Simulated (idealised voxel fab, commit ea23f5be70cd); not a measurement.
process module | voxel plated lines
Square cell edge 5 nm, section width 295 nm, ID cut.
Heads up, the way a cross-section reads in here is a grid of square cells, handed over as bands from the top down, with every band being one or more rows of cells. Look at the band entry: it leads with the top's height and the bottom's height in nm. Then it lists the materials left to right, with a width in nm for each. The word "everywhere" on a single material says that material fills the band edge to edge. The word "blank" is empty space. Beneath 0, the wafer as received is one material, and that level is where height counting begins. The lowest band goes on downward without a bottom; it is written like "0 down". A two-number width, for instance "30->40", indicates that the width is equal to the first number in the top row of the band and to the second number in the bottom row, and that it changes by a constant amount per row of cells. A step reported as "nothing was modified" is a step in which no cell of the cross-section changed. "Closed void list" contains a list of empty spaces, each no smaller than 8 cells and without an open way to the top, written in the form width x height at distance with the distance from the left edge and all three in nm. after a step's settings: what the simulator itself notes on the step. overlay nm: right-of-plan distance of the mask on a masked step; negative values mean left-of-plan.
Listed below are the process steps as planned:
1) op RECEIVE | material Si
2) op CONFORMAL_DEP | material Al2O3 | thk nm 15
3) op DIRECTIONAL_DEP | material TiN | thk nm 5
4) op PATTERN | tone open | mask id LINES | material resist | width nm 30 | pitch nm 55 | thk nm 20 | overlay nm 0
5) op EPI | material Ru | thk nm 5
6) op STRIP | etch materials resist
7) op DIRECTIONAL_ETCH | etch materials TiN | depth nm 5
8) op CONFORMAL_DEP | material SiN | thk nm 10
As-received state of the wafer in cross-section, equivalent to post-step 1:
  0 down: Si everywhere
  Closed void list: none
Module complete - cross-section of the first of two wafers, run according to plan:
  35 to 25: 95 nm blank; 50 nm SiN; 5 nm blank; 50 nm SiN; 95 nm blank
  25 to 20: 105 nm SiN; 30 nm Ru; 25 nm SiN; 30 nm Ru; 105 nm SiN
  20 to 15: 105 nm SiN; 30 nm TiN; 25 nm SiN; 30 nm TiN; 105 nm SiN
  15 to 0: Al2O3 everywhere
  0 down: Si everywhere
  Closed void list: none
So this is wafer number two of the two, cut at the end of the module - it started where the first did and had the same plan, we just got one thing wrong running it:
  40 to 30: 90 nm blank; 115 nm SiN; 90 nm blank
  30 to 25: SiN everywhere
  25 to 20: 105 nm SiN; 30 nm Ru; 25 nm SiN; 30 nm Ru; 105 nm SiN
  20 to 15: 105 nm SiN; 30 nm TiN; 25 nm SiN; 30 nm TiN; 105 nm SiN
  15 to 0: Al2O3 everywhere
  0 down: Si everywhere
  Closed void list: none
Heads up, the wafer didn't run the way we planned it: contrary to plan, step 8 was performed as op CONFORMAL_DEP | material SiN | thk nm 15
Per the end-of-run cell counts, the second wafer holds more or fewer of some materials than the first: SiN: 65 more
